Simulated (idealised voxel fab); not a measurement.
Herein follows the process module entitled voxel wiring stack.
FYI the section here is cut, 250 nm wide, cells are 5 nm squares.
Cross-section format: a grid of square cells, given as bands from top to bottom; each band is one or more rows of cells.
Within each band entry, the heights of the top and of the bottom of the band appear first, in that order and in nm; the materials of the band then follow from left to right, each with its corresponding width in nm. The designation "full width" on a single material indicates that it fills the band from edge to edge; the designation "air" indicates empty space.
Heights from 0 (as-received wafer is one material below). Bottom band endless downward, as "0 -> down".
Read "30 to 40" as a graded width: first number on top, second number at the bottom, same change between each pair of neighbouring rows.
A step reported as "no modifications" is a step in which no cell of the cross-section changed.
In the "Closed cavities" entry, you get each enclosed empty space of 8 cells or more, one with no open way to the top, written width x height at distance, distance from the left edge, in nm.
What comes after the settings on a step's line is commentary from the simulator itself on that step.
On any step carrying a mask, the "overlay nm" setting, if present on the step's line, tells how far right of its planned place the mask lay; negative values point to the left.
Note: before/after cross-section pairs follow, one process step per pair, after-side truncated at the lowest changed band, step and settings given beneath. Different runs of this module on the same starting wafer may supply the pairs; a pair continues the one above only where the "Geometry before processing" entry says so.
Geometry before processing:
  85 -> 60 | 80 of air / 20 of W / 15 of air / 20 of W / 15 of air / 20 of W / 80 of air
  60 -> 55 | 80 of air / 20 of TiN / 15 of air / 20 of TiN / 15 of air / 20 of TiN / 80 of air
  55 -> 40 | 80 of SiO2 / 5 of TiN / 5 of W / 5 of TiN / 55 of SiO2 / 5 of TiN / 5 of W / 5 of TiN / 85 of SiO2
  40 -> 35 | 80 of SiCN / 15 of TiN / 55 of SiCN / 15 of TiN / 85 of SiCN
  35 -> 30 | Ru full width
  30 -> 25 | Cu full width
  25 -> 20 | 85 of TiN / 10 of Cu / 25 of TiN / 10 of Cu / 25 of TiN / 10 of Cu / 85 of TiN
  20 -> 5 | 80 of SiO2 / 5 of TiN / 10 of Cu / 5 of TiN / 15 of SiO2 / 5 of TiN / 10 of Cu / 5 of TiN / 15 of SiO2 / 5 of TiN / 10 of Cu / 5 of TiN / 80 of SiO2
  5 -> 0 | 80 of SiCN / 20 of TiN / 15 of SiCN / 20 of TiN / 15 of SiCN / 20 of TiN / 80 of SiCN
  0 -> down | Si full width
  Closed cavities: none
Section After Processing:
  90 -> 85 | 75 of air / 30 of SiN / 5 of air / 30 of SiN / 5 of air / 30 of SiN / 75 of air
  85 -> 60 | 75 of air / 5 of SiN / 20 of W / 5 of SiN / 5 of air / 5 of SiN / 20 of W / 5 of SiN / 5 of air / 5 of SiN / 20 of W / 5 of SiN / 75 of air
  60 -> 55 | 80 of SiN / 20 of TiN / 15 of SiN / 20 of TiN / 15 of SiN / 20 of TiN / 80 of SiN
  Nothing below the height 55 has changed.
  Closed cavities: none
Step linking the sections shown: op CONFORMAL_DEP | material SiN | thk nm 5
Geometry before processing: see preceding pair, after cross-section.
Section After Processing:
  95 -> 90 | SiO2 full width
  90 -> 85 | 75 of SiO2 / 30 of SiN / 5 of SiO2 / 30 of SiN / 5 of SiO2 / 30 of SiN / 75 of SiO2
  85 -> 60 | 75 of SiO2 / 5 of SiN / 20 of W / 5 of SiN / 5 of SiO2 / 5 of SiN / 20 of W / 5 of SiN / 5 of SiO2 / 5 of SiN / 20 of W / 5 of SiN / 75 of SiO2
  Nothing below the height 60 has changed.
  Closed cavities: none
Step linking the sections shown: op FILL_DEP | material SiO2 | thk nm 5
Geometry before processing: see preceding pair, after cross-section.
Section After Processing:
  85 -> 60 | 75 of SiO2 / 5 of SiN / 20 of W / 5 of SiN / 5 of SiO2 / 5 of SiN / 20 of W / 5 of SiN / 5 of SiO2 / 5 of SiN / 20 of W / 5 of SiN / 75 of SiO2
  Nothing below the height 60 has changed.
  Closed cavities: none
Step linking the sections shown: op CMP | height nm 85
Geometry before processing: see preceding pair, after cross-section.
Section After Processing:
  90 -> 85 | SiCN full width
  Nothing below the height 85 has changed.
  Closed cavities: none
Step linking the sections shown: op CONFORMAL_DEP | material SiCN | thk nm 5
Geometry before processing: see preceding pair, after cross-section.
Section After Processing:
  115 -> 90 | lowk full width
  Nothing below the height 90 has changed.
  Closed cavities: none
Step linking the sections shown: op DIRECTIONAL_DEP | material lowk | thk nm 25
Geometry before processing: see preceding pair, after cross-section.
Section After Processing:
  125 -> 115 | aC full width
  Nothing below the height 115 has changed.
  Closed cavities: none
Step linking the sections shown: op DIRECTIONAL_DEP | material aC | thk nm 10
Geometry before processing: see preceding pair, after cross-section.
Section After Processing:
  150 -> 125 | 80 of resist / 20 of air / 15 of resist / 20 of air / 15 of resist / 20 of air / 80 of resist
  Nothing below the height 125 has changed.
  Closed cavities: none
Step linking the sections shown: op PATTERN | tone open | mask id METAL_3 | material resist | width nm 20 | pitch nm 35 | thk nm 25 | overlay nm 0
Geometry before processing: see preceding pair, after cross-section.
Section After Processing:
  140 -> 125 | 80 of resist / 20 of air / 15 of resist / 20 of air / 15 of resist / 20 of air / 80 of resist
  125 -> 115 | 80 of aC / 20 of air / 15 of aC / 20 of air / 15 of aC / 20 of air / 80 of aC
  Nothing below the height 115 has changed.
  Closed cavities: none
Step linking the sections shown: op DIRECTIONAL_ETCH | etch materials aC | depth nm 10
Geometry before processing: see preceding pair, after cross-section.
Section After Processing:
  125 -> 115 | 80 of aC / 20 of air / 15 of aC / 20 of air / 15 of aC / 20 of air / 80 of aC
  Nothing below the height 115 has changed.
  Closed cavities: none
Step linking the sections shown: op STRIP | etch materials resist
Geometry before processing: see preceding pair, after cross-section.
Section After Processing:
  125 -> 115 | 80 of aC / 20 of air / 15 of aC / 20 of air / 15 of aC / 20 of air / 80 of aC
  115 -> 100 | 80 of lowk / 20 of air / 15 of lowk / 20 of air / 15 of lowk / 20 of air / 80 of lowk
  Nothing below the height 100 has changed.
  Closed cavities: none
Step linking the sections shown: op DIRECTIONAL_ETCH | etch materials lowk | depth nm 15
Geometry before processing: see preceding pair, after cross-section.
Section After Processing:
  115 -> 100 | 80 of lowk / 20 of air / 15 of lowk / 20 of air / 15 of lowk / 20 of air / 80 of lowk
  Nothing below the height 100 has changed.
  Closed cavities: none
Step linking the sections shown: op STRIP | etch materials aC
Geometry before processing: see preceding pair, after cross-section.
Section After Processing:
  135 -> 115 | 80 of resist / 15 of air / 20 of resist / 15 of air / 20 of resist / 15 of air / 85 of resist
  115 -> 100 | 80 of lowk / 15 of air / 5 of resist / 15 of lowk / 15 of air / 5 of resist / 15 of lowk / 15 of air / 5 of resist / 80 of lowk
  Nothing below the height 100 has changed.
  Closed cavities: none
Step linking the sections shown: op PATTERN | tone open | mask id METAL_3_HOLES | material resist | width nm 15 | pitch nm 35 | thk nm 20 | overlay nm 0
Geometry before processing: see preceding pair, after cross-section.
Section After Processing:
  135 -> 115 | 80 of resist / 15 of air / 20 of resist / 15 of air / 20 of resist / 15 of air / 85 of resist
  115 -> 100 | 80 of lowk / 15 of air / 5 of resist / 15 of lowk / 15 of air / 5 of resist / 15 of lowk / 15 of air / 5 of resist / 80 of lowk
  100 -> 90 | 80 of lowk / 15 of air / 20 of lowk / 15 of air / 20 of lowk / 15 of air / 85 of lowk
  Nothing below the height 90 has changed.
  Closed cavities: none
Step linking the sections shown: op DIRECTIONAL_ETCH | etch materials lowk | depth nm 10
Geometry before processing: see preceding pair, after cross-section.
Section After Processing:
  135 -> 115 | 80 of resist / 15 of air / 20 of resist / 15 of air / 20 of resist / 15 of air / 85 of resist
  115 -> 100 | 80 of lowk / 15 of air / 5 of resist / 15 of lowk / 15 of air / 5 of resist / 15 of lowk / 15 of air / 5 of resist / 80 of lowk
  100 -> 90 | 80 of lowk / 15 of air / 20 of lowk / 15 of air / 20 of lowk / 15 of air / 85 of lowk
  90 -> 85 | 80 of SiCN / 15 of air / 20 of SiCN / 15 of air / 20 of SiCN / 15 of air / 85 of SiCN
  Nothing below the height 85 has changed.
  Closed cavities: none
Step linking the sections shown: op DIRECTIONAL_ETCH | etch materials SiCN | depth nm 5
Geometry before processing: see preceding pair, after cross-section.
Section After Processing:
  115 -> 100 | 80 of lowk / 20 of air / 15 of lowk / 20 of air / 15 of lowk / 20 of air / 80 of lowk
  Nothing below the height 100 has changed.
  Closed cavities: none
Step linking the sections shown: op STRIP | etch materials resist
Geometry before processing: see preceding pair, after cross-section.
Section After Processing:
  120 -> 115 | 85 of TiN / 10 of air / 25 of TiN / 10 of air / 25 of TiN / 10 of air / 85 of TiN
  115 -> 105 | 80 of lowk / 5 of TiN / 10 of air / 5 of TiN / 15 of lowk / 5 of TiN / 10 of air / 5 of TiN / 15 of lowk / 5 of TiN / 10 of air / 5 of TiN / 80 of lowk
  105 -> 100 | 80 of lowk / 5 of TiN / 5 of air / 10 of TiN / 15 of lowk / 5 of TiN / 5 of air / 10 of TiN / 15 of lowk / 5 of TiN / 5 of air / 10 of TiN / 80 of lowk
  100 -> 90 | 80 of lowk / 5 of TiN / 5 of air / 5 of TiN / 20 of lowk / 5 of TiN / 5 of air / 5 of TiN / 20 of lowk / 5 of TiN / 5 of air / 5 of TiN / 85 of lowk
  90 -> 85 | 80 of SiCN / 15 of TiN / 20 of SiCN / 15 of TiN / 20 of SiCN / 15 of TiN / 85 of SiCN
  Nothing below the height 85 has changed.
  Closed cavities: none
Step linking the sections shown: op CONFORMAL_DEP | material TiN | thk nm 5
Geometry before processing: see preceding pair, after cross-section.
Section After Processing:
  130 -> 120 | Cu full width
  120 -> 115 | 85 of TiN / 10 of Cu / 25 of TiN / 10 of Cu / 25 of TiN / 10 of Cu / 85 of TiN
  115 -> 105 | 80 of lowk / 5 of TiN / 10 of Cu / 5 of TiN / 15 of lowk / 5 of TiN / 10 of Cu / 5 of TiN / 15 of lowk / 5 of TiN / 10 of Cu / 5 of TiN / 80 of lowk
  105 -> 100 | 80 of lowk / 5 of TiN / 5 of Cu / 10 of TiN / 15 of lowk / 5 of TiN / 5 of Cu / 10 of TiN / 15 of lowk / 5 of TiN / 5 of Cu / 10 of TiN / 80 of lowk
  100 -> 90 | 80 of lowk / 5 of TiN / 5 of Cu / 5 of TiN / 20 of lowk / 5 of TiN / 5 of Cu / 5 of TiN / 20 of lowk / 5 of TiN / 5 of Cu / 5 of TiN / 85 of lowk
  Nothing below the height 90 has changed.
  Closed cavities: none
Step linking the sections shown: op FILL_DEP | material Cu | thk nm 10
Geometry before processing: see preceding pair, after cross-section.
Section After Processing:
  115 -> 105 | 80 of lowk / 5 of TiN / 10 of Cu / 5 of TiN / 15 of lowk / 5 of TiN / 10 of Cu / 5 of TiN / 15 of lowk / 5 of TiN / 10 of Cu / 5 of TiN / 80 of lowk
  Nothing below the height 105 has changed.
  Closed cavities: none
Step linking the sections shown: op CMP | height nm 115
Geometry before processing: see preceding pair, after cross-section.
Section After Processing:
  120 -> 115 | SiN full width
  Nothing below the height 115 has changed.
  Closed cavities: none
Step linking the sections shown: op CONFORMAL_DEP | material SiN | thk nm 5
Geometry before processing:
  65 -> 60 | W full width
  60 -> 55 | 85 of TiN / 5 of W / 65 of TiN / 5 of W / 90 of TiN
  55 -> 40 | 80 of SiO2 / 5 of TiN / 5 of W / 5 of TiN / 55 of SiO2 / 5 of TiN / 5 of W / 5 of TiN / 85 of SiO2
  40 -> 35 | 80 of SiCN / 15 of TiN / 55 of SiCN / 15 of TiN / 85 of SiCN
  35 -> 30 | 75 of SiCN / 30 of Ru / 5 of SiCN / 30 of Ru / 5 of SiCN / 30 of Ru / 75 of SiCN
  30 -> 15 | 80 of SiO2 / 5 of TiN / 10 of Cu / 5 of TiN / 15 of SiO2 / 5 of TiN / 10 of Cu / 5 of TiN / 15 of SiO2 / 5 of TiN / 10 of Cu / 5 of TiN / 80 of SiO2
  15 -> 10 | 80 of SiCN / 20 of TiN / 15 of SiCN / 20 of TiN / 15 of SiCN / 20 of TiN / 80 of SiCN
  10 -> 0 | SiO2 full width
  0 -> down | Si full width
  Closed cavities: none
Section After Processing:
  70 -> 60 | W full width
  Nothing below the height 60 has changed.
  Closed cavities: none
Step linking the sections shown: op FILL_DEP | material W | thk nm 5
Geometry before processing: see preceding pair, after cross-section.
Section After Processing:
  55 -> 40 | 80 of SiO2 / 5 of TiN / 5 of W / 5 of TiN / 55 of SiO2 / 5 of TiN / 5 of W / 5 of TiN / 85 of SiO2
  Nothing below the height 40 has changed.
  Closed cavities: none
Step linking the sections shown: op CMP | height nm 55
Geometry before processing: see preceding pair, after cross-section.
Section After Processing:
  80 -> 55 | W full width
  Nothing below the height 55 has changed.
  Closed cavities: none
Step linking the sections shown: op DIRECTIONAL_DEP | material W | thk nm 25
Geometry before processing: see preceding pair, after cross-section.
Section After Processing:
  85 -> 80 | TiN full width
  Nothing below the height 80 has changed.
  Closed cavities: none
Step linking the sections shown: op DIRECTIONAL_DEP | material TiN | thk nm 5
Geometry before processing: see preceding pair, after cross-section.
Section After Processing:
  85 -> 80 | 80 of air / 20 of TiN / 15 of air / 20 of TiN / 15 of air / 20 of TiN / 80 of air
  Nothing below the height 80 has changed.
  Closed cavities: none
Step linking the sections shown: op MASKED_ETCH | tone cover | mask id METAL_2 | width nm 20 | pitch nm 35 | etch materials TiN | depth nm 5 | overlay nm 0
Geometry before processing: see preceding pair, after cross-section.
Section After Processing:
  90 -> 85 | 75 of air / 30 of SiN / 5 of air / 30 of SiN / 5 of air / 30 of SiN / 75 of air
  85 -> 80 | 80 of SiN / 20 of TiN / 15 of SiN / 20 of TiN / 15 of SiN / 20 of TiN / 80 of SiN
  Nothing below the height 80 has changed.
  Closed cavities: none
Step linking the sections shown: op CONFORMAL_DEP | material SiN | thk nm 5
Geometry before processing: see preceding pair, after cross-section.
Section After Processing:
  95 -> 90 | SiO2 full width
  90 -> 85 | 75 of SiO2 / 30 of SiN / 5 of SiO2 / 30 of SiN / 5 of SiO2 / 30 of SiN / 75 of SiO2
  Nothing below the height 85 has changed.
  Closed cavities: none
Step linking the sections shown: op FILL_DEP | material SiO2 | thk nm 5
Geometry before processing: see preceding pair, after cross-section.
Section After Processing:
  85 -> 80 | 80 of SiN / 20 of TiN / 15 of SiN / 20 of TiN / 15 of SiN / 20 of TiN / 80 of SiN
  Nothing below the height 80 has changed.
  Closed cavities: none
Step linking the sections shown: op CMP | height nm 85
Geometry before processing: see preceding pair, after cross-section.
Section After Processing:
  90 -> 85 | SiCN full width
  Nothing below the height 85 has changed.
  Closed cavities: none
Step linking the sections shown: op CONFORMAL_DEP | material SiCN | thk nm 5
Geometry before processing: see preceding pair, after cross-section.
Section After Processing:
  115 -> 90 | lowk full width
  Nothing below the height 90 has changed.
  Closed cavities: none
Step linking the sections shown: op DIRECTIONAL_DEP | material lowk | thk nm 25
Geometry before processing: see preceding pair, after cross-section.
Section After Processing:
  125 -> 115 | aC full width
  Nothing below the height 115 has changed.
  Closed cavities: none
Step linking the sections shown: op DIRECTIONAL_DEP | material aC | thk nm 10
Geometry before processing: see preceding pair, after cross-section.
Section After Processing:
  150 -> 125 | 80 of resist / 20 of air / 15 of resist / 20 of air / 15 of resist / 20 of air / 80 of resist
  Nothing below the height 125 has changed.
  Closed cavities: none
Step linking the sections shown: op PATTERN | tone open | mask id METAL_3 | material resist | width nm 20 | pitch nm 35 | thk nm 25 | overlay nm 0
Geometry before processing: see preceding pair, after cross-section.
Section After Processing:
  140 -> 125 | 80 of resist / 20 of air / 15 of resist / 20 of air / 15 of resist / 20 of air / 80 of resist
  125 -> 115 | 80 of aC / 20 of air / 15 of aC / 20 of air / 15 of aC / 20 of air / 80 of aC
  Nothing below the height 115 has changed.
  Closed cavities: none
Step linking the sections shown: op DIRECTIONAL_ETCH | etch materials aC | depth nm 10
Geometry before processing: see preceding pair, after cross-section.
Section After Processing:
  125 -> 115 | 80 of aC / 20 of air / 15 of aC / 20 of air / 15 of aC / 20 of air / 80 of aC
  Nothing below the height 115 has changed.
  Closed cavities: none
Step linking the sections shown: op STRIP | etch materials resist
Geometry before processing: see preceding pair, after cross-section.
Section After Processing:
  125 -> 115 | 80 of aC / 20 of air / 15 of aC / 20 of air / 15 of aC / 20 of air / 80 of aC
  115 -> 100 | 80 of lowk / 20 of air / 15 of lowk / 20 of air / 15 of lowk / 20 of air / 80 of lowk
  Nothing below the height 100 has changed.
  Closed cavities: none
Step linking the sections shown: op DIRECTIONAL_ETCH | etch materials lowk | depth nm 15
Geometry before processing: see preceding pair, after cross-section.
Section After Processing:
  115 -> 100 | 80 of lowk / 20 of air / 15 of lowk / 20 of air / 15 of lowk / 20 of air / 80 of lowk
  Nothing below the height 100 has changed.
  Closed cavities: none
Step linking the sections shown: op STRIP | etch materials aC
Geometry before processing: see preceding pair, after cross-section.
Section After Processing:
  135 -> 115 | 80 of resist / 15 of air / 20 of resist / 15 of air / 20 of resist / 15 of air / 85 of resist
  115 -> 100 | 80 of lowk / 15 of air / 5 of resist / 15 of lowk / 15 of air / 5 of resist / 15 of lowk / 15 of air / 5 of resist / 80 of lowk
  Nothing below the height 100 has changed.
  Closed cavities: none
Step linking the sections shown: op PATTERN | tone open | mask id METAL_3_HOLES | material resist | width nm 15 | pitch nm 35 | thk nm 20 | overlay nm 0
Geometry before processing: see preceding pair, after cross-section.
Section After Processing:
  135 -> 115 | 80 of resist / 15 of air / 20 of resist / 15 of air / 20 of resist / 15 of air / 85 of resist
  115 -> 100 | 80 of lowk / 15 of air / 5 of resist / 15 of lowk / 15 of air / 5 of resist / 15 of lowk / 15 of air / 5 of resist / 80 of lowk
  100 -> 90 | 80 of lowk / 15 of air / 20 of lowk / 15 of air / 20 of lowk / 15 of air / 85 of lowk
  Nothing below the height 90 has changed.
  Closed cavities: none
Step linking the sections shown: op DIRECTIONAL_ETCH | etch materials lowk | depth nm 10
Geometry before processing: see preceding pair, after cross-section.
Section After Processing:
  135 -> 115 | 80 of resist / 15 of air / 20 of resist / 15 of air / 20 of resist / 15 of air / 85 of resist
  115 -> 100 | 80 of lowk / 15 of air / 5 of resist / 15 of lowk / 15 of air / 5 of resist / 15 of lowk / 15 of air / 5 of resist / 80 of lowk
  100 -> 90 | 80 of lowk / 15 of air / 20 of lowk / 15 of air / 20 of lowk / 15 of air / 85 of lowk
  90 -> 85 | 80 of SiCN / 15 of air / 20 of SiCN / 15 of air / 20 of SiCN / 15 of air / 85 of SiCN
  Nothing below the height 85 has changed.
  Closed cavities: none
Step linking the sections shown: op DIRECTIONAL_ETCH | etch materials SiCN | depth nm 5
Geometry before processing: see preceding pair, after cross-section.
Section After Processing:
  115 -> 100 | 80 of lowk / 20 of air / 15 of lowk / 20 of air / 15 of lowk / 20 of air / 80 of lowk
  Nothing below the height 100 has changed.
  Closed cavities: none
Step linking the sections shown: op STRIP | etch materials resist
Geometry before processing: see preceding pair, after cross-section.
Section After Processing:
  120 -> 115 | 85 of TiN / 10 of air / 25 of TiN / 10 of air / 25 of TiN / 10 of air / 85 of TiN
  115 -> 105 | 80 of lowk / 5 of TiN / 10 of air / 5 of TiN / 15 of lowk / 5 of TiN / 10 of air / 5 of TiN / 15 of lowk / 5 of TiN / 10 of air / 5 of TiN / 80 of lowk
  105 -> 100 | 80 of lowk / 5 of TiN / 5 of air / 10 of TiN / 15 of lowk / 5 of TiN / 5 of air / 10 of TiN / 15 of lowk / 5 of TiN / 5 of air / 10 of TiN / 80 of lowk
  100 -> 90 | 80 of lowk / 5 of TiN / 5 of air / 5 of TiN / 20 of lowk / 5 of TiN / 5 of air / 5 of TiN / 20 of lowk / 5 of TiN / 5 of air / 5 of TiN / 85 of lowk
  90 -> 85 | 80 of SiCN / 15 of TiN / 20 of SiCN / 15 of TiN / 20 of SiCN / 15 of TiN / 85 of SiCN
  Nothing below the height 85 has changed.
  Closed cavities: none
Step linking the sections shown: op CONFORMAL_DEP | material TiN | thk nm 5
Geometry before processing: see preceding pair, after cross-section.
Section After Processing:
  130 -> 120 | Cu full width
  120 -> 115 | 85 of TiN / 10 of Cu / 25 of TiN / 10 of Cu / 25 of TiN / 10 of Cu / 85 of TiN
  115 -> 105 | 80 of lowk / 5 of TiN / 10 of Cu / 5 of TiN / 15 of lowk / 5 of TiN / 10 of Cu / 5 of TiN / 15 of lowk / 5 of TiN / 10 of Cu / 5 of TiN / 80 of lowk
  105 -> 100 | 80 of lowk / 5 of TiN / 5 of Cu / 10 of TiN / 15 of lowk / 5 of TiN / 5 of Cu / 10 of TiN / 15 of lowk / 5 of TiN / 5 of Cu / 10 of TiN / 80 of lowk
  100 -> 90 | 80 of lowk / 5 of TiN / 5 of Cu / 5 of TiN / 20 of lowk / 5 of TiN / 5 of Cu / 5 of TiN / 20 of lowk / 5 of TiN / 5 of Cu / 5 of TiN / 85 of lowk
  Nothing below the height 90 has changed.
  Closed cavities: none
Step linking the sections shown: op FILL_DEP | material Cu | thk nm 10
Geometry before processing: see preceding pair, after cross-section.
Section After Processing:
  115 -> 105 | 80 of lowk / 5 of TiN / 10 of Cu / 5 of TiN / 15 of lowk / 5 of TiN / 10 of Cu / 5 of TiN / 15 of lowk / 5 of TiN / 10 of Cu / 5 of TiN / 80 of lowk
  Nothing below the height 105 has changed.
  Closed cavities: none
Step linking the sections shown: op CMP | height nm 115
Geometry before processing: see preceding pair, after cross-section.
Section After Processing:
  120 -> 115 | SiN full width
  Nothing below the height 115 has changed.
  Closed cavities: none
Step linking the sections shown: op CONFORMAL_DEP | material SiN | thk nm 5
Geometry before processing:
  85 -> 60 | 75 of SiO2 / 5 of SiN / 20 of W / 5 of SiN / 5 of SiO2 / 5 of SiN / 20 of W / 5 of SiN / 5 of SiO2 / 5 of SiN / 20 of W / 5 of SiN / 75 of SiO2
  60 -> 55 | 80 of SiN / 20 of TiN / 15 of SiN / 20 of TiN / 15 of SiN / 20 of TiN / 80 of SiN
  55 -> 40 | 80 of SiO2 / 5 of TiN / 5 of W / 5 of TiN / 55 of SiO2 / 5 of TiN / 5 of W / 5 of TiN / 85 of SiO2
  40 -> 35 | 80 of SiCN / 15 of TiN / 55 of SiCN / 15 of TiN / 85 of SiCN
  35 -> 30 | 75 of SiCN / 30 of Ru / 5 of SiCN / 30 of Ru / 5 of SiCN / 30 of Ru / 75 of SiCN
  30 -> 15 | 80 of SiO2 / 5 of TiN / 10 of Cu / 5 of TiN / 15 of SiO2 / 5 of TiN / 10 of Cu / 5 of TiN / 15 of SiO2 / 5 of TiN / 10 of Cu / 5 of TiN / 80 of SiO2
  15 -> 10 | 80 of SiCN / 20 of TiN / 15 of SiCN / 20 of TiN / 15 of SiCN / 20 of TiN / 80 of SiCN
  10 -> 0 | SiO2 full width
  0 -> down | Si full width
  Closed cavities: none
Section After Processing:
  100 -> 85 | SiCN full width
  Nothing below the height 85 has changed.
  Closed cavities: none
Step linking the sections shown: op CONFORMAL_DEP | material SiCN | thk nm 15
Geometry before processing: see preceding pair, after cross-section.
Section After Processing:
  125 -> 100 | lowk full width
  Nothing below the height 100 has changed.
  Closed cavities: none
Step linking the sections shown: op DIRECTIONAL_DEP | material lowk | thk nm 25
Geometry before processing: see preceding pair, after cross-section.
Section After Processing:
  135 -> 125 | aC full width
  Nothing below the height 125 has changed.
  Closed cavities: none
Step linking the sections shown: op DIRECTIONAL_DEP | material aC | thk nm 10
Geometry before processing: see preceding pair, after cross-section.
Section After Processing:
  160 -> 135 | 80 of resist / 20 of air / 15 of resist / 20 of air / 15 of resist / 20 of air / 80 of resist
  Nothing below the height 135 has changed.
  Closed cavities: none
Step linking the sections shown: op PATTERN | tone open | mask id METAL_3 | material resist | width nm 20 | pitch nm 35 | thk nm 25 | overlay nm 0
Geometry before processing: see preceding pair, after cross-section.
Section After Processing:
  150 -> 135 | 80 of resist / 20 of air / 15 of resist / 20 of air / 15 of resist / 20 of air / 80 of resist
  135 -> 125 | 80 of aC / 20 of air / 15 of aC / 20 of air / 15 of aC / 20 of air / 80 of aC
  Nothing below the height 125 has changed.
  Closed cavities: none
Step linking the sections shown: op DIRECTIONAL_ETCH | etch materials aC | depth nm 10
Geometry before processing: see preceding pair, after cross-section.
Section After Processing:
  135 -> 125 | 80 of aC / 20 of air / 15 of aC / 20 of air / 15 of aC / 20 of air / 80 of aC
  Nothing below the height 125 has changed.
  Closed cavities: none
Step linking the sections shown: op STRIP | etch materials resist
Geometry before processing: see preceding pair, after cross-section.
Section After Processing:
  135 -> 125 | 80 of aC / 20 of air / 15 of aC / 20 of air / 15 of aC / 20 of air / 80 of aC
  125 -> 110 | 80 of lowk / 20 of air / 15 of lowk / 20 of air / 15 of lowk / 20 of air / 80 of lowk
  Nothing below the height 110 has changed.
  Closed cavities: none
Step linking the sections shown: op DIRECTIONAL_ETCH | etch materials lowk | depth nm 15
Geometry before processing: see preceding pair, after cross-section.
Section After Processing:
  125 -> 110 | 80 of lowk / 20 of air / 15 of lowk / 20 of air / 15 of lowk / 20 of air / 80 of lowk
  Nothing below the height 110 has changed.
  Closed cavities: none
Step linking the sections shown: op STRIP | etch materials aC
Geometry before processing: see preceding pair, after cross-section.
Section After Processing:
  145 -> 125 | 80 of resist / 15 of air / 20 of resist / 15 of air / 20 of resist / 15 of air / 85 of resist
  125 -> 110 | 80 of lowk / 15 of air / 5 of resist / 15 of lowk / 15 of air / 5 of resist / 15 of lowk / 15 of air / 5 of resist / 80 of lowk
  Nothing below the height 110 has changed.
  Closed cavities: none
Step linking the sections shown: op PATTERN | tone open | mask id METAL_3_HOLES | material resist | width nm 15 | pitch nm 35 | thk nm 20 | overlay nm 0
Geometry before processing: see preceding pair, after cross-section.
Section After Processing:
  145 -> 125 | 80 of resist / 15 of air / 20 of resist / 15 of air / 20 of resist / 15 of air / 85 of resist
  125 -> 110 | 80 of lowk / 15 of air / 5 of resist / 15 of lowk / 15 of air / 5 of resist / 15 of lowk / 15 of air / 5 of resist / 80 of lowk
  110 -> 100 | 80 of lowk / 15 of air / 20 of lowk / 15 of air / 20 of lowk / 15 of air / 85 of lowk
  Nothing below the height 100 has changed.
  Closed cavities: none
Step linking the sections shown: op DIRECTIONAL_ETCH | etch materials lowk | depth nm 10
Geometry before processing: see preceding pair, after cross-section.
Section After Processing:
  145 -> 125 | 80 of resist / 15 of air / 20 of resist / 15 of air / 20 of resist / 15 of air / 85 of resist
  125 -> 110 | 80 of lowk / 15 of air / 5 of resist / 15 of lowk / 15 of air / 5 of resist / 15 of lowk / 15 of air / 5 of resist / 80 of lowk
  110 -> 100 | 80 of lowk / 15 of air / 20 of lowk / 15 of air / 20 of lowk / 15 of air / 85 of lowk
  100 -> 95 | 80 of SiCN / 15 of air / 20 of SiCN / 15 of air / 20 of SiCN / 15 of air / 85 of SiCN
  Nothing below the height 95 has changed.
  Closed cavities: none
Step linking the sections shown: op DIRECTIONAL_ETCH | etch materials SiCN | depth nm 5
Geometry before processing: see preceding pair, after cross-section.
Section After Processing:
  125 -> 110 | 80 of lowk / 20 of air / 15 of lowk / 20 of air / 15 of lowk / 20 of air / 80 of lowk
  Nothing below the height 110 has changed.
  Closed cavities: none
Step linking the sections shown: op STRIP | etch materials resist
Geometry before processing: see preceding pair, after cross-section.
Section After Processing:
  130 -> 125 | 85 of TiN / 10 of air / 25 of TiN / 10 of air / 25 of TiN / 10 of air / 85 of TiN
  125 -> 115 | 80 of lowk / 5 of TiN / 10 of air / 5 of TiN / 15 of lowk / 5 of TiN / 10 of air / 5 of TiN / 15 of lowk / 5 of TiN / 10 of air / 5 of TiN / 80 of lowk
  115 -> 110 | 80 of lowk / 5 of TiN / 5 of air / 10 of TiN / 15 of lowk / 5 of TiN / 5 of air / 10 of TiN / 15 of lowk / 5 of TiN / 5 of air / 10 of TiN / 80 of lowk
  110 -> 100 | 80 of lowk / 5 of TiN / 5 of air / 5 of TiN / 20 of lowk / 5 of TiN / 5 of air / 5 of TiN / 20 of lowk / 5 of TiN / 5 of air / 5 of TiN / 85 of lowk
  100 -> 95 | 80 of SiCN / 15 of TiN / 20 of SiCN / 15 of TiN / 20 of SiCN / 15 of TiN / 85 of SiCN
  Nothing below the height 95 has changed.
  Closed cavities: none
Step linking the sections shown: op CONFORMAL_DEP | material TiN | thk nm 5
Geometry before processing: see preceding pair, after cross-section.
Section After Processing:
  140 -> 130 | Cu full width
  130 -> 125 | 85 of TiN / 10 of Cu / 25 of TiN / 10 of Cu / 25 of TiN / 10 of Cu / 85 of TiN
  125 -> 115 | 80 of lowk / 5 of TiN / 10 of Cu / 5 of TiN / 15 of lowk / 5 of TiN / 10 of Cu / 5 of TiN / 15 of lowk / 5 of TiN / 10 of Cu / 5 of TiN / 80 of lowk
  115 -> 110 | 80 of lowk / 5 of TiN / 5 of Cu / 10 of TiN / 15 of lowk / 5 of TiN / 5 of Cu / 10 of TiN / 15 of lowk / 5 of TiN / 5 of Cu / 10 of TiN / 80 of lowk
  110 -> 100 | 80 of lowk / 5 of TiN / 5 of Cu / 5 of TiN / 20 of lowk / 5 of TiN / 5 of Cu / 5 of TiN / 20 of lowk / 5 of TiN / 5 of Cu / 5 of TiN / 85 of lowk
  Nothing below the height 100 has changed.
  Closed cavities: none
Step linking the sections shown: op FILL_DEP | material Cu | thk nm 10
Geometry before processing: see preceding pair, after cross-section.
Section After Processing:
  115 -> 110 | 80 of lowk / 5 of TiN / 5 of Cu / 10 of TiN / 15 of lowk / 5 of TiN / 5 of Cu / 10 of TiN / 15 of lowk / 5 of TiN / 5 of Cu / 10 of TiN / 80 of lowk
  Nothing below the height 110 has changed.
  Closed cavities: none
Step linking the sections shown: op CMP | height nm 115
Geometry before processing: see preceding pair, after cross-section.
Section After Processing:
  120 -> 115 | SiN full width
  Nothing below the height 115 has changed.
  Closed cavities: none
Step linking the sections shown: op CONFORMAL_DEP | material SiN | thk nm 5
